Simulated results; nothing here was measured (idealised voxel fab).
This is a process module. Its name is voxel gate over fins.
Each square cell in cross-section cut measures 5 nm, and the section as a whole is 235 nm wide.
Cross-section format: a grid of square cells, given as bands from top to bottom; each band is one or more rows of cells. Read a band's entry like this: the first values are the height of its top and the height of its bottom in nm, and what follows is the sequence of materials from left to right, each with its width in nm. Note that "air" is empty space, and that a single material marked "everywhere" reaches across the band from edge to edge. Height reference: 0 = level under which incoming wafer is all one material. Lowest band: no bottom, runs on downward, e.g. "z 0 and below". Think of "30..40" as a width that walks from the first number to the second as you go down the band, top row to bottom row, taking equal-sized steps from row to row. Where a step carries "no change occurred", the cross-section came out of it unchanged, cell for cell. Enclosed voids (no open way to top), threshold 8 cells or more, entry "Non-vented voids", notation width x height at distance, distance from left edge, nm. Text after the settings on a step's line: the simulator's own remark on that step. overlay nm: mask offset rightward from planned place, masked step; negative means leftward offset.
The following list gives the planned process steps:
step 1: RECEIVE | material Si
step 2: CONFORMAL_DEP | material SiN | thk nm 10
step 3: DIRECTIONAL_DEP | material aC | thk nm 15
step 4: PATTERN | tone cover | mask id FINS | material resist | width nm 15 | pitch nm 40 | thk nm 35 | overlay nm 0
step 5: DIRECTIONAL_ETCH | etch materials aC | depth nm 15
step 6: STRIP | etch materials resist
step 7: DIRECTIONAL_ETCH | etch materials SiN | depth nm 10
step 8: DIRECTIONAL_ETCH | etch materials Si | depth nm 40
step 9: STRIP | etch materials aC
step 10: FILL_DEP | material SiO2 | thk nm 5
step 11: CMP | height nm 10
step 12: SELECTIVE_ETCH | etch materials SiO2 | depth nm 25
step 13: STRIP | etch materials SiN
step 14: CONFORMAL_DEP | material HfO2 | thk nm 5
step 15: CONFORMAL_DEP | material TiN | thk nm 5
step 16: CONFORMAL_DEP | material TiAl | thk nm 5
step 17: CONFORMAL_DEP | material TiN | thk nm 5
step 18: FILL_DEP | material W | thk nm 10
step 19: CMP | height nm 25
step 20: CONFORMAL_DEP | material SiN | thk nm 10
As-received wafer cross-section (after step 1):
- z 0 and below = Si everywhere
- Non-vented voids: none
Sectioned view, first of two wafers, at the close of the module, processed as intended in the plan:
- z 35 to 25 = SiN everywhere
- z 25 to 20 = W everywhere
- z 20 to 15 = 70 W / 95 TiN / 70 W
- z 15 to 10 = 70 W / 5 TiN / 85 TiAl / 5 TiN / 70 W
- z 10 to 5 = 70 W / 5 TiN / 5 TiAl / 35 TiN / 5 TiAl / 35 TiN / 5 TiAl / 5 TiN / 70 W
- z 5 to 0 = 75 TiN / 5 TiAl / 5 TiN / 25 HfO2 / 5 TiN / 5 TiAl / 5 TiN / 25 HfO2 / 5 TiN / 5 TiAl / 75 TiN
- z 0 to -5 = 80 TiAl / 5 TiN / 5 HfO2 / 15 Si / 5 HfO2 / 5 TiN / 5 TiAl / 5 TiN / 5 HfO2 / 15 Si / 5 HfO2 / 5 TiN / 80 TiAl
- z -5 to -10 = 85 TiN / 5 HfO2 / 15 Si / 5 HfO2 / 15 TiN / 5 HfO2 / 15 Si / 5 HfO2 / 85 TiN
- z -10 to -15 = 90 HfO2 / 15 Si / 25 HfO2 / 15 Si / 90 HfO2
- z -15 to -40 = 90 SiO2 / 15 Si / 25 SiO2 / 15 Si / 90 SiO2
- z -40 and below = Si everywhere
- Non-vented voids: none
Wafer two, end of module, cross-section. Same start, same plan as wafer one. One mistake in the run:
- z 35 to 25 = SiN everywhere
- z 25 to 20 = W everywhere
- z 20 to 15 = 65 W / 105 TiN / 65 W
- z 15 to 10 = 65 W / 5 TiN / 95 TiAl / 5 TiN / 65 W
- z 10 to 5 = 65 W / 5 TiN / 5 TiAl / 85 TiN / 5 TiAl / 5 TiN / 65 W
- z 5 to 0 = 70 TiN / 5 TiAl / 5 TiN / 35 HfO2 / 5 TiN / 35 HfO2 / 5 TiN / 5 TiAl / 70 TiN
- z 0 to -5 = 75 TiAl / 5 TiN / 5 HfO2 / 25 Si / 5 HfO2 / 5 TiN / 5 HfO2 / 25 Si / 5 HfO2 / 5 TiN / 75 TiAl
- z -5 to -10 = 80 TiN / 5 HfO2 / 25 Si / 5 HfO2 / 5 TiN / 5 HfO2 / 25 Si / 5 HfO2 / 80 TiN
- z -10 to -15 = 85 HfO2 / 25 Si / 15 HfO2 / 25 Si / 85 HfO2
- z -15 to -40 = 85 SiO2 / 25 Si / 15 SiO2 / 25 Si / 85 SiO2
- z -40 and below = Si everywhere
- Non-vented voids: none
Misprocessing identified: step 4 went in with a setting other than planned; the actual run was PATTERN | tone cover | mask id FINS | material resist | width nm 25 | pitch nm 40 | thk nm 35 | overlay nm 0
Upon completion, the second wafer contains, in terms of cells, a greater or smaller amount of certain materials than the first wafer: 32 more of Si | 20 fewer of SiO2 | 3 fewer of TiAl | 3 fewer of TiN | 6 fewer of W
